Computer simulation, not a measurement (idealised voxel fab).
Module name: voxel transistor to metal (process module)
In the cross-section labelled cut, the width is 190 nm and each square cell is 5 nm.
A cross-section is a grid of square cells, given in bands from the top down. A band is one or more rows of cells.
Band: top and bottom heights (nm) first, top before bottom; then materials from left to right, widths in nm. "throughout" marks a sole material filling the band edge to edge. "air" denotes empty space.
For the purposes of this specification, 0 denotes the height below which the wafer in its as-received condition is composed wholly of one material, and the lowermost band, lacking a lower limit, extends downward without end, as expressed in "0 and below".
Width spec "30..40" -> top row of cells at first value, bottom row at second value, equal per-row change in between.
"same as before" (step): cross-section cells unchanged, all of them.
"Enclosed void list": sealed empty spaces, 8 cells or more, no open way to top, listed width x height at distance, with distance from the left edge and width, height and distance in nm.
Text after the settings on a step's line: the simulator's own remark on that step.
overlay nm, on a step with a mask: how far to the right of its planned place the mask lay; to the left if negative
# These are the steps we planned for the process
- 1: RECEIVE: material Si
- 2: CONFORMAL_DEP: material SiO2, thk nm 5
- 3: CONFORMAL_DEP: material SiN, thk nm 10
- 4: DIRECTIONAL_DEP: material aC, thk nm 10
- 5: PATTERN: tone cover, mask id ACTIVE, material resist, width nm 115, thk nm 25, overlay nm 0
- 6: DIRECTIONAL_ETCH: etch materials aC, depth nm 10
- 7: STRIP: etch materials resist
- 8: DIRECTIONAL_ETCH: etch materials SiN, depth nm 10
- 9: DIRECTIONAL_ETCH: etch materials SiO2, depth nm 5
- 10: DIRECTIONAL_ETCH: etch materials Si, depth nm 35
- 11: STRIP: etch materials aC
- 12: FILL_DEP: material SiO2, thk nm 5
- 13: CMP: height nm 15
- 14: SELECTIVE_ETCH: etch materials SiO2, depth nm 10
- 15: STRIP: etch materials SiN
- 16: SELECTIVE_ETCH: etch materials SiO2, depth nm 5
- 17: OXIDIZE: depth nm 5
- 18: DIRECTIONAL_DEP: material polySi, thk nm 25
- 19: DIRECTIONAL_DEP: material SiCN, thk nm 10
- 20: MASKED_ETCH: tone cover, mask id GATE, width nm 25, etch materials SiCN, depth nm 20, overlay nm 0
- 21: MASKED_ETCH: tone cover, mask id GATE, width nm 25, etch materials polySi, depth nm 35, overlay nm 0
- 22: CONFORMAL_DEP: material SiN, thk nm 10
- 23: DIRECTIONAL_ETCH: etch materials SiN, depth nm 10
- 24: DIRECTIONAL_ETCH: etch materials SiO2, depth nm 5
- 25: EPI: material nSi, thk nm 5
- 26: FILL_DEP: material SiO2, thk nm 10
- 27: CMP: height nm 25
- 28: STRIP: etch materials polySi
- 29: SELECTIVE_ETCH: etch materials SiO2, depth nm 5
- 30: CONFORMAL_DEP: material HfO2, thk nm 5
- 31: CONFORMAL_DEP: material TiN, thk nm 5
- 32: FILL_DEP: material W, thk nm 5
- 33: CMP: height nm 20
- 34: DIRECTIONAL_DEP: material SiO2, thk nm 10
- 35: PATTERN: tone open, mask id CONTACT, material resist, width nm 20, pitch nm 75, thk nm 20, overlay nm 0
- 36: DIRECTIONAL_ETCH: etch materials SiO2, depth nm 30
- 37: STRIP: etch materials resist
- 38: CONFORMAL_DEP: material TiN, thk nm 5
- 39: FILL_DEP: material W, thk nm 10
- 40: CMP: height nm 30
- 41: DIRECTIONAL_DEP: material TiN, thk nm 5
- 42: DIRECTIONAL_DEP: material Ru, thk nm 15
- 43: PATTERN: tone cover, mask id METAL_1, material resist, width nm 20, pitch nm 75, thk nm 15, overlay nm 0
- 44: DIRECTIONAL_ETCH: etch materials Ru, depth nm 15
- 45: DIRECTIONAL_ETCH: etch materials TiN, depth nm 5
- 46: STRIP: etch materials resist
- 47: CONFORMAL_DEP: material SiN, thk nm 5
- 48: FILL_DEP: material lowk, thk nm 5
- 49: CMP: height nm 50
- 50: CONFORMAL_DEP: material SiN, thk nm 5
# Cross-section of the wafer upon arrival, representing the state reached after step 1
	0 and below | Si throughout
	Enclosed void list: none
# Here's the cross-section of the first of our two wafers at the end of the module - it ran as planned
	55 down to 50 | SiN throughout
	50 down to 35 | lowk=40, SiN=5, Ru=20, SiN=5, lowk=45, SiN=5, Ru=20, SiN=5, lowk=45
	35 down to 30 | SiN=45, TiN=20, SiN=55, TiN=20, SiN=50
	30 down to 20 | SiO2=45, TiN=5, W=10, TiN=5, SiO2=55, TiN=5, W=10, TiN=5, SiO2=50
	20 down to 5 | SiO2=45, TiN=5, W=10, TiN=5, SiO2=5, SiN=10, HfO2=5, TiN=5, W=5, TiN=5, HfO2=5, SiN=10, SiO2=5, TiN=5, W=10, TiN=5, SiO2=50
	5 down to 0 | SiO2=45, TiN=20, SiO2=5, SiN=10, HfO2=5, TiN=15, HfO2=5, SiN=10, SiO2=5, TiN=20, SiO2=50
	0 down to -5 | SiO2=30, nSi=40, SiO2=5, HfO2=35, SiO2=5, nSi=40, SiO2=35
	-5 down to -35 | SiO2=35, Si=115, SiO2=40
	-35 and below | Si throughout
	Enclosed void list: none
# second wafer at the end: like start, like plan, one mistake
	55 down to 50 | SiN throughout
	50 down to 35 | lowk=40, SiN=5, Ru=20, SiN=5, lowk=45, SiN=5, Ru=20, SiN=5, lowk=45
	35 down to 30 | SiN=45, TiN=20, SiN=55, TiN=20, SiN=50
	30 down to 25 | SiO2=45, TiN=5, W=10, TiN=5, SiO2=55, TiN=5, W=10, TiN=5, SiO2=50
	25 down to 20 | SiO2=45, TiN=20, SiO2=55, TiN=20, SiO2=50
	20 down to 15 | HfO2=70, SiN=10, HfO2=5, TiN=5, W=5, TiN=5, HfO2=5, SiN=10, HfO2=75
	15 down to 5 | SiO2=70, SiN=10, HfO2=5, TiN=5, W=5, TiN=5, HfO2=5, SiN=10, SiO2=75
	5 down to 0 | SiO2=70, SiN=10, HfO2=5, TiN=15, HfO2=5, SiN=10, SiO2=75
	0 down to -5 | SiO2=30, nSi=40, SiO2=5, HfO2=35, SiO2=5, nSi=40, SiO2=35
	-5 down to -35 | SiO2=35, Si=115, SiO2=40
	-35 and below | Si throughout
	Enclosed void list: none
In executing the process, a mistake was made relative to the plan: note that step 27 departed from the planned setting and was carried out as CMP: height nm 20
Materials where the second wafer ends with more or fewer cells than the first: +29 HfO2, +3 SiO2, -16 TiN, -16 W
